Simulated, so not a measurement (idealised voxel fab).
Process module, titled voxel transistor to metal
This is section cut - it's 280 nm across, gridded in 5 nm square cells.
Cross-section = grid of square cells, listed top down in bands; band = one or more rows.
This entry defines a band. It first specifies the height of the band's top and the height of its bottom in nm, and then specifies the band's materials from left to right, stating each material with its width in nm. The word "throughout" identifies a single material that fills the band from edge to edge, while the word "blank" identifies empty space.
Convention: height 0 is the level below which the wafer, as received, is all one material. The lowest band does not terminate at the bottom but continues downward, represented as "0 and below".
Think of "30 to 40" as a width that walks from the first number to the second as you go down the band, top row to bottom row, taking equal-sized steps from row to row.
A step reported as "no modifications" is a step in which no cell of the cross-section changed.
Empty spaces counting at least 8 cells and having no open way to the top are listed in "Fully enclosed voids". The notation width x height at distance is used for each, the distance being from the left edge and all three values in nm.
Heads up: the bit after the settings on a step's line is the simulator's remark on that step.
The "overlay nm" setting may appear on a step's line; for a step that uses a mask, it gives how far to the right of its planned position the mask lay, and a negative value indicates the left.
Planned process steps:
1 op RECEIVE | material Si
2 op OXIDIZE | depth nm 5
3 op CONFORMAL_DEP | material SiN | thk nm 15
4 op DIRECTIONAL_DEP | material aC | thk nm 10
5 op PATTERN | tone cover | mask id ACTIVE | material resist | width nm 100 | pitch nm 125 | thk nm 30 | overlay nm 0
6 op DIRECTIONAL_ETCH | etch materials aC | depth nm 10
7 op STRIP | etch materials resist
8 op DIRECTIONAL_ETCH | etch materials SiN | depth nm 15
9 op DIRECTIONAL_ETCH | etch materials SiO2 | depth nm 5
10 op DIRECTIONAL_ETCH | etch materials Si | depth nm 35
11 op STRIP | etch materials aC
12 op OXIDIZE | depth nm 5
13 op FILL_DEP | material SiO2 | thk nm 5
14 op CMP | height nm 15
15 op SELECTIVE_ETCH | etch materials SiO2 | depth nm 15
16 op STRIP | etch materials SiN
17 op SELECTIVE_ETCH | etch materials SiO2 | depth nm 5
18 op OXIDIZE | depth nm 5
19 op DIRECTIONAL_DEP | material polySi | thk nm 20
20 op DIRECTIONAL_DEP | material SiCN | thk nm 15
21 op DIRECTIONAL_DEP | material aC | thk nm 10
22 op PATTERN | tone cover | mask id GATE | material resist | width nm 20 | pitch nm 125 | thk nm 30 | overlay nm 0
23 op DIRECTIONAL_ETCH | etch materials aC | depth nm 10
24 op STRIP | etch materials resist
25 op DIRECTIONAL_ETCH | etch materials SiCN | depth nm 25
26 op DIRECTIONAL_ETCH | etch materials polySi | depth nm 30
27 op STRIP | etch materials aC
28 op CONFORMAL_DEP | material SiO2 | thk nm 5
29 op DIRECTIONAL_ETCH | etch materials SiO2 | depth nm 5
30 op CONFORMAL_DEP | material SiN | thk nm 10
31 op DIRECTIONAL_ETCH | etch materials SiN | depth nm 10
32 op DIRECTIONAL_ETCH | etch materials SiO2 | depth nm 5
33 op DIRECTIONAL_ETCH | etch materials Si | depth nm 5
34 op EPI | material SiGe | thk nm 10
35 op FILL_DEP | material SiO2 | thk nm 10
36 op CMP | height nm 30
37 op DIRECTIONAL_DEP | material SiO2 | thk nm 15
38 op DIRECTIONAL_DEP | material aC | thk nm 15
39 op PATTERN | tone open | mask id CONTACT | material resist | width nm 25 | thk nm 35 | overlay nm -15
40 op DIRECTIONAL_ETCH | etch materials aC | depth nm 15
41 op STRIP | etch materials resist
42 op DIRECTIONAL_ETCH | etch materials SiO2 | depth nm 50
43 op STRIP | etch materials aC
44 op CONFORMAL_DEP | material TiN | thk nm 5
45 op FILL_DEP | material Ru | thk nm 10
46 op CMP | height nm 45
47 op DIRECTIONAL_DEP | material TiN | thk nm 5
48 op DIRECTIONAL_DEP | material Ru | thk nm 15
49 op DIRECTIONAL_DEP | material aC | thk nm 10
50 op PATTERN | tone cover | mask id METAL_1 | material resist | width nm 15 | thk nm 25 | overlay nm 0
51 op DIRECTIONAL_ETCH | etch materials aC | depth nm 10
52 op STRIP | etch materials resist
53 op DIRECTIONAL_ETCH | etch materials Ru | depth nm 15
54 op DIRECTIONAL_ETCH | etch materials TiN | depth nm 5
55 op STRIP | etch materials aC
56 op CONFORMAL_DEP | material SiCN | thk nm 5
57 op FILL_DEP | material lowk | thk nm 10
58 op CMP | height nm 65
59 op CONFORMAL_DEP | material SiN | thk nm 5
Across this set of wafers, the varied parameter is the overlay nm of step 39. Starting conditions are identical for every wafer, and the plan reports the value assigned to the first wafer.
Cross-section of the first incoming wafer of several, state after step 1:
0 and below  Si throughout
Fully enclosed voids: none
Take any row and you have a wafer at the end of the module: how many cells of each material it has gained (+) or lost (-) since it was received, and then its closed voids:
overlay nm -15; +100 Ru; -268 Si; +92 SiCN; +44 SiGe; +112 SiN; +474 SiO2; +90 TiN; +108 lowk; +32 polySi; Fully enclosed voids: none
overlay nm -10; +98 Ru; -268 Si; +92 SiCN; +44 SiGe; +112 SiN; +464 SiO2; +102 TiN; +108 lowk; +32 polySi; Fully enclosed voids: none
overlay nm -5; +84 Ru; -268 Si; +92 SiCN; +44 SiGe; +112 SiN; +466 SiO2; +114 TiN; +108 lowk; +32 polySi; Fully enclosed voids: none
overlay nm 0; +84 Ru; -268 Si; +92 SiCN; +44 SiGe; +112 SiN; +480 SiO2; +100 TiN; +108 lowk; +32 polySi; Fully enclosed voids: none
overlay nm 5; +84 Ru; -268 Si; +92 SiCN; +44 SiGe; +112 SiN; +466 SiO2; +114 TiN; +108 lowk; +32 polySi; Fully enclosed voids: none
overlay nm 10; +98 Ru; -268 Si; +92 SiCN; +44 SiGe; +112 SiN; +464 SiO2; +102 TiN; +108 lowk; +32 polySi; Fully enclosed voids: none
overlay nm 15; +100 Ru; -268 Si; +92 SiCN; +44 SiGe; +112 SiN; +474 SiO2; +90 TiN; +108 lowk; +32 polySi; Fully enclosed voids: none
